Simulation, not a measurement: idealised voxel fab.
The following is a process module called voxel self aligned contacts.
Shown is cross-section cut, with a width of 235 nm and square cells of size 5 nm.
How to read a cross-section here: the picture is a grid of square cells, written as bands going from the top down, and any band can span one or more rows of cells.
Heights first: top, then bottom, in nm. Then materials, left to right, each with a width in nm. "everywhere" on a single material: fills the band edge to edge. "empty": empty space.
The level at which height equals 0 is the one under which the wafer, as it arrives, is entirely one material. No lower edge exists for the bottom band, which continues downward and is notated as in "0 down".
Quick explanation for "30 to 40": the width changes in equal steps down the rows of cells, from the first number in the band's top row to the second number in its bottom row.
"no change" after a step means that no cell of the cross-section changed.
Basically, "closed voids" tells you about the enclosed voids: empty spaces with no open way to the top, 8 cells or bigger, each written width x height at distance, where distance is from the left edge, all in nm.
Past the settings on a step's line: simulator remark, on that step.
overlay nm: mask offset rightward from planned place, masked step; negative means leftward offset.
Steps planned for the process:
1. RECEIVE: material Si
2. OXIDIZE: depth nm 5
3. DIRECTIONAL_DEP: material polySi, thk nm 30
4. DIRECTIONAL_DEP: material SiN, thk nm 20
5. PATTERN: tone cover, mask id GATE, material resist, width nm 30, pitch nm 70, thk nm 15, overlay nm 0
6. DIRECTIONAL_ETCH: etch materials SiN, depth nm 20
7. DIRECTIONAL_ETCH: etch materials polySi, depth nm 30
8. STRIP: etch materials resist
9. CONFORMAL_DEP: material SiN, thk nm 10
10. DIRECTIONAL_ETCH: etch materials SiN, depth nm 10
11. FILL_DEP: material SiO2, thk nm 20
12. CMP: height nm 60
13. DIRECTIONAL_DEP: material aC, thk nm 15
14. PATTERN: tone open, mask id CONTACT, material resist, width nm 50, pitch nm 70, thk nm 30, overlay nm 0
15. DIRECTIONAL_ETCH: etch materials aC, depth nm 15
16. STRIP: etch materials resist
17. DIRECTIONAL_ETCH: etch materials SiO2, depth nm 65
18. STRIP: etch materials aC
19. CONFORMAL_DEP: material TiN, thk nm 5
20. FILL_DEP: material W, thk nm 5
21. CMP: height nm 60
22. CONFORMAL_DEP: material SiCN, thk nm 5
First wafer of two (run as planned):
Here's what the wafer looked like in cross-section when it arrived - that's after step 1:
	0 down: Si everywhere
	closed voids: none
Presented here is a cross-section of the wafer after step 2 has been performed:
	0 to -5: SiO2 everywhere
	Everything under -5 stays put, no change at all.
Presented here is a cross-section of the wafer after step 3 has been performed:
	30 to 0: polySi everywhere
	Everything under 0 stays put, no change at all.
Presented here is a cross-section of the wafer after step 4 has been performed:
	50 to 30: SiN everywhere
	Everything under 30 stays put, no change at all.
Presented here is a cross-section of the wafer after step 5 has been performed:
	65 to 50: empty: 30, resist: 30, empty: 40, resist: 30, empty: 40, resist: 30, empty: 35
	Everything under 50 stays put, no change at all.
Presented here is a cross-section of the wafer after step 6 has been performed:
	65 to 50: empty: 30, resist: 30, empty: 40, resist: 30, empty: 40, resist: 30, empty: 35
	50 to 30: empty: 30, SiN: 30, empty: 40, SiN: 30, empty: 40, SiN: 30, empty: 35
	Everything under 30 stays put, no change at all.
Presented here is a cross-section of the wafer after step 7 has been performed:
	65 to 50: empty: 30, resist: 30, empty: 40, resist: 30, empty: 40, resist: 30, empty: 35
	50 to 30: empty: 30, SiN: 30, empty: 40, SiN: 30, empty: 40, SiN: 30, empty: 35
	30 to 0: empty: 30, polySi: 30, empty: 40, polySi: 30, empty: 40, polySi: 30, empty: 35
	Everything under 0 stays put, no change at all.
Presented here is a cross-section of the wafer after step 8 has been performed:
	50 to 30: empty: 30, SiN: 30, empty: 40, SiN: 30, empty: 40, SiN: 30, empty: 35
	Everything under 30 stays put, no change at all.
Presented here is a cross-section of the wafer after step 9 has been performed:
	60 to 30: empty: 20, SiN: 50, empty: 20, SiN: 50, empty: 20, SiN: 50, empty: 25
	30 to 10: empty: 20, SiN: 10, polySi: 30, SiN: 10, empty: 20, SiN: 10, polySi: 30, SiN: 10, empty: 20, SiN: 10, polySi: 30, SiN: 10, empty: 25
	10 to 0: SiN: 30, polySi: 30, SiN: 40, polySi: 30, SiN: 40, polySi: 30, SiN: 35
	Everything under 0 stays put, no change at all.
Presented here is a cross-section of the wafer after step 10 has been performed:
	50 to 30: empty: 20, SiN: 50, empty: 20, SiN: 50, empty: 20, SiN: 50, empty: 25
	30 to 0: empty: 20, SiN: 10, polySi: 30, SiN: 10, empty: 20, SiN: 10, polySi: 30, SiN: 10, empty: 20, SiN: 10, polySi: 30, SiN: 10, empty: 25
	Everything under 0 stays put, no change at all.
Presented here is a cross-section of the wafer after step 11 has been performed:
	70 to 50: SiO2 everywhere
	50 to 30: SiO2: 20, SiN: 50, SiO2: 20, SiN: 50, SiO2: 20, SiN: 50, SiO2: 25
	30 to 0: SiO2: 20, SiN: 10, polySi: 30, SiN: 10, SiO2: 20, SiN: 10, polySi: 30, SiN: 10, SiO2: 20, SiN: 10, polySi: 30, SiN: 10, SiO2: 25
	Everything under 0 stays put, no change at all.
Presented here is a cross-section of the wafer after step 12 has been performed:
	60 to 50: SiO2 everywhere
	Everything under 50 stays put, no change at all.
Presented here is a cross-section of the wafer after step 13 has been performed:
	75 to 60: aC everywhere
	Everything under 60 stays put, no change at all.
Presented here is a cross-section of the wafer after step 14 has been performed:
	105 to 75: resist: 55, empty: 50, resist: 20, empty: 50, resist: 60
	Everything under 75 stays put, no change at all.
Presented here is a cross-section of the wafer after step 15 has been performed:
	90 to 75: resist: 55, empty: 50, resist: 20, empty: 50, resist: 60
	75 to 60: aC: 55, empty: 50, aC: 20, empty: 50, aC: 60
	Everything under 60 stays put, no change at all.
Presented here is a cross-section of the wafer after step 16 has been performed:
	75 to 60: aC: 55, empty: 50, aC: 20, empty: 50, aC: 60
	Everything under 60 stays put, no change at all.
Presented here is a cross-section of the wafer after step 17 has been performed:
	75 to 60: aC: 55, empty: 50, aC: 20, empty: 50, aC: 60
	60 to 50: SiO2: 55, empty: 50, SiO2: 20, empty: 50, SiO2: 60
	50 to 30: SiO2: 20, SiN: 50, empty: 20, SiN: 50, empty: 20, SiN: 50, SiO2: 25
	30 to 0: SiO2: 20, SiN: 10, polySi: 30, SiN: 10, empty: 20, SiN: 10, polySi: 30, SiN: 10, empty: 20, SiN: 10, polySi: 30, SiN: 10, SiO2: 25
	0 to -5: SiO2: 70, empty: 20, SiO2: 50, empty: 20, SiO2: 75
	Everything under -5 stays put, no change at all.
Presented here is a cross-section of the wafer after step 18 has been performed:
	60 to 50: SiO2: 55, empty: 50, SiO2: 20, empty: 50, SiO2: 60
	Everything under 50 stays put, no change at all.
Presented here is a cross-section of the wafer after step 19 has been performed:
	65 to 60: TiN: 60, empty: 40, TiN: 30, empty: 40, TiN: 65
	60 to 50: SiO2: 55, TiN: 5 to 20, empty: 40 to 10, TiN: 5 to 20, SiO2: 20, TiN: 5 to 20, empty: 40 to 10, TiN: 5 to 20, SiO2: 60
	50 to 30: SiO2: 20, SiN: 50, TiN: 5, empty: 10, TiN: 5, SiN: 50, TiN: 5, empty: 10, TiN: 5, SiN: 50, SiO2: 25
	30 to 0: SiO2: 20, SiN: 10, polySi: 30, SiN: 10, TiN: 5, empty: 10, TiN: 5, SiN: 10, polySi: 30, SiN: 10, TiN: 5, empty: 10, TiN: 5, SiN: 10, polySi: 30, SiN: 10, SiO2: 25
	0 to -5: SiO2: 70, TiN: 20, SiO2: 50, TiN: 20, SiO2: 75
	Everything under -5 stays put, no change at all.
Presented here is a cross-section of the wafer after step 20 has been performed:
	70 to 65: W everywhere
	65 to 60: TiN: 60, W: 40, TiN: 30, W: 40, TiN: 65
	60 to 50: SiO2: 55, TiN: 5 to 20, W: 40 to 10, TiN: 5 to 20, SiO2: 20, TiN: 5 to 20, W: 40 to 10, TiN: 5 to 20, SiO2: 60
	50 to 30: SiO2: 20, SiN: 50, TiN: 5, W: 10, TiN: 5, SiN: 50, TiN: 5, W: 10, TiN: 5, SiN: 50, SiO2: 25
	30 to 0: SiO2: 20, SiN: 10, polySi: 30, SiN: 10, TiN: 5, W: 10, TiN: 5, SiN: 10, polySi: 30, SiN: 10, TiN: 5, W: 10, TiN: 5, SiN: 10, polySi: 30, SiN: 10, SiO2: 25
	Everything under 0 stays put, no change at all.
Presented here is a cross-section of the wafer after step 21 has been performed:
	60 to 50: SiO2: 55, TiN: 5 to 20, W: 40 to 10, TiN: 5 to 20, SiO2: 20, TiN: 5 to 20, W: 40 to 10, TiN: 5 to 20, SiO2: 60
	Everything under 50 stays put, no change at all.
Presented here is a cross-section of the wafer after step 22 has been performed:
	65 to 60: SiCN everywhere
	Everything under 60 stays put, no change at all.
Wafer two. Identical start, identical plan. One mistake in execution. Identical history through step 2:
Cross-sectional view of the second wafer at the intended end time of process step 3:
	60 to 0: polySi everywhere
	Everything under 0 stays put, no change at all.
Cross-sectional view of the second wafer at the intended end time of process step 4:
	80 to 60: SiN everywhere
	Everything under 60 stays put, no change at all.
Cross-sectional view of the second wafer at the intended end time of process step 5:
	95 to 80: empty: 30, resist: 30, empty: 40, resist: 30, empty: 40, resist: 30, empty: 35
	Everything under 80 stays put, no change at all.
Cross-sectional view of the second wafer at the intended end time of process step 6:
	95 to 80: empty: 30, resist: 30, empty: 40, resist: 30, empty: 40, resist: 30, empty: 35
	80 to 60: empty: 30, SiN: 30, empty: 40, SiN: 30, empty: 40, SiN: 30, empty: 35
	Everything under 60 stays put, no change at all.
Cross-sectional view of the second wafer at the intended end time of process step 7:
	95 to 80: empty: 30, resist: 30, empty: 40, resist: 30, empty: 40, resist: 30, empty: 35
	80 to 60: empty: 30, SiN: 30, empty: 40, SiN: 30, empty: 40, SiN: 30, empty: 35
	60 to 30: empty: 30, polySi: 30, empty: 40, polySi: 30, empty: 40, polySi: 30, empty: 35
	Everything under 30 stays put, no change at all.
Cross-sectional view of the second wafer at the intended end time of process step 8:
	80 to 60: empty: 30, SiN: 30, empty: 40, SiN: 30, empty: 40, SiN: 30, empty: 35
	Everything under 60 stays put, no change at all.
Cross-sectional view of the second wafer at the intended end time of process step 9:
	90 to 60: empty: 20, SiN: 50, empty: 20, SiN: 50, empty: 20, SiN: 50, empty: 25
	60 to 40: empty: 20, SiN: 10, polySi: 30, SiN: 10, empty: 20, SiN: 10, polySi: 30, SiN: 10, empty: 20, SiN: 10, polySi: 30, SiN: 10, empty: 25
	40 to 30: SiN: 30, polySi: 30, SiN: 40, polySi: 30, SiN: 40, polySi: 30, SiN: 35
	Everything under 30 stays put, no change at all.
Cross-sectional view of the second wafer at the intended end time of process step 10:
	80 to 60: empty: 20, SiN: 50, empty: 20, SiN: 50, empty: 20, SiN: 50, empty: 25
	60 to 30: empty: 20, SiN: 10, polySi: 30, SiN: 10, empty: 20, SiN: 10, polySi: 30, SiN: 10, empty: 20, SiN: 10, polySi: 30, SiN: 10, empty: 25
	Everything under 30 stays put, no change at all.
Cross-sectional view of the second wafer at the intended end time of process step 11:
	100 to 80: SiO2 everywhere
	80 to 60: SiO2: 20, SiN: 50, SiO2: 20, SiN: 50, SiO2: 20, SiN: 50, SiO2: 25
	60 to 30: SiO2: 20, SiN: 10, polySi: 30, SiN: 10, SiO2: 20, SiN: 10, polySi: 30, SiN: 10, SiO2: 20, SiN: 10, polySi: 30, SiN: 10, SiO2: 25
	Everything under 30 stays put, no change at all.
Cross-sectional view of the second wafer at the intended end time of process step 12:
	60 to 30: SiO2: 20, SiN: 10, polySi: 30, SiN: 10, SiO2: 20, SiN: 10, polySi: 30, SiN: 10, SiO2: 20, SiN: 10, polySi: 30, SiN: 10, SiO2: 25
	Everything under 30 stays put, no change at all.
Cross-sectional view of the second wafer at the intended end time of process step 13:
	75 to 60: aC everywhere
	Everything under 60 stays put, no change at all.
Cross-sectional view of the second wafer at the intended end time of process step 14:
	105 to 75: resist: 55, empty: 50, resist: 20, empty: 50, resist: 60
	Everything under 75 stays put, no change at all.
Cross-sectional view of the second wafer at the intended end time of process step 15:
	90 to 75: resist: 55, empty: 50, resist: 20, empty: 50, resist: 60
	75 to 60: aC: 55, empty: 50, aC: 20, empty: 50, aC: 60
	Everything under 60 stays put, no change at all.
Cross-sectional view of the second wafer at the intended end time of process step 16:
	75 to 60: aC: 55, empty: 50, aC: 20, empty: 50, aC: 60
	Everything under 60 stays put, no change at all.
Cross-sectional view of the second wafer at the intended end time of process step 17:
	75 to 60: aC: 55, empty: 50, aC: 20, empty: 50, aC: 60
	60 to 30: SiO2: 20, SiN: 10, polySi: 30, SiN: 10, empty: 20, SiN: 10, polySi: 30, SiN: 10, empty: 20, SiN: 10, polySi: 30, SiN: 10, SiO2: 25
	Everything under 30 stays put, no change at all.
Cross-sectional view of the second wafer at the intended end time of process step 18:
	60 to 30: SiO2: 20, SiN: 10, polySi: 30, SiN: 10, empty: 20, SiN: 10, polySi: 30, SiN: 10, empty: 20, SiN: 10, polySi: 30, SiN: 10, SiO2: 25
	Everything under 30 stays put, no change at all.
Cross-sectional view of the second wafer at the intended end time of process step 19:
	65 to 60: TiN: 75, empty: 10, TiN: 60, empty: 10, TiN: 80
	60 to 35: SiO2: 20, SiN: 10, polySi: 30, SiN: 10, TiN: 5, empty: 10, TiN: 5, SiN: 10, polySi: 30, SiN: 10, TiN: 5, empty: 10, TiN: 5, SiN: 10, polySi: 30, SiN: 10, SiO2: 25
	35 to 30: SiO2: 20, SiN: 10, polySi: 30, SiN: 10, TiN: 20, SiN: 10, polySi: 30, SiN: 10, TiN: 20, SiN: 10, polySi: 30, SiN: 10, SiO2: 25
	Everything under 30 stays put, no change at all.
Cross-sectional view of the second wafer at the intended end time of process step 20:
	70 to 65: W everywhere
	65 to 60: TiN: 75, W: 10, TiN: 60, W: 10, TiN: 80
	60 to 35: SiO2: 20, SiN: 10, polySi: 30, SiN: 10, TiN: 5, W: 10, TiN: 5, SiN: 10, polySi: 30, SiN: 10, TiN: 5, W: 10, TiN: 5, SiN: 10, polySi: 30, SiN: 10, SiO2: 25
	Everything under 35 stays put, no change at all.
Cross-sectional view of the second wafer at the intended end time of process step 21:
	60 to 35: SiO2: 20, SiN: 10, polySi: 30, SiN: 10, TiN: 5, W: 10, TiN: 5, SiN: 10, polySi: 30, SiN: 10, TiN: 5, W: 10, TiN: 5, SiN: 10, polySi: 30, SiN: 10, SiO2: 25
	Everything under 35 stays put, no change at all.
Cross-sectional view of the second wafer at the intended end time of process step 22:
	65 to 60: SiCN everywhere
	Everything under 60 stays put, no change at all.
What was done differently from what was planned? plan step 3 was conducted twice
The second wafer ends with more or fewer cells of some materials than the first, per final count: SiN: 120 fewer; SiO2: 82 fewer; TiN: 40 fewer; W: 40 fewer; polySi: 282 more
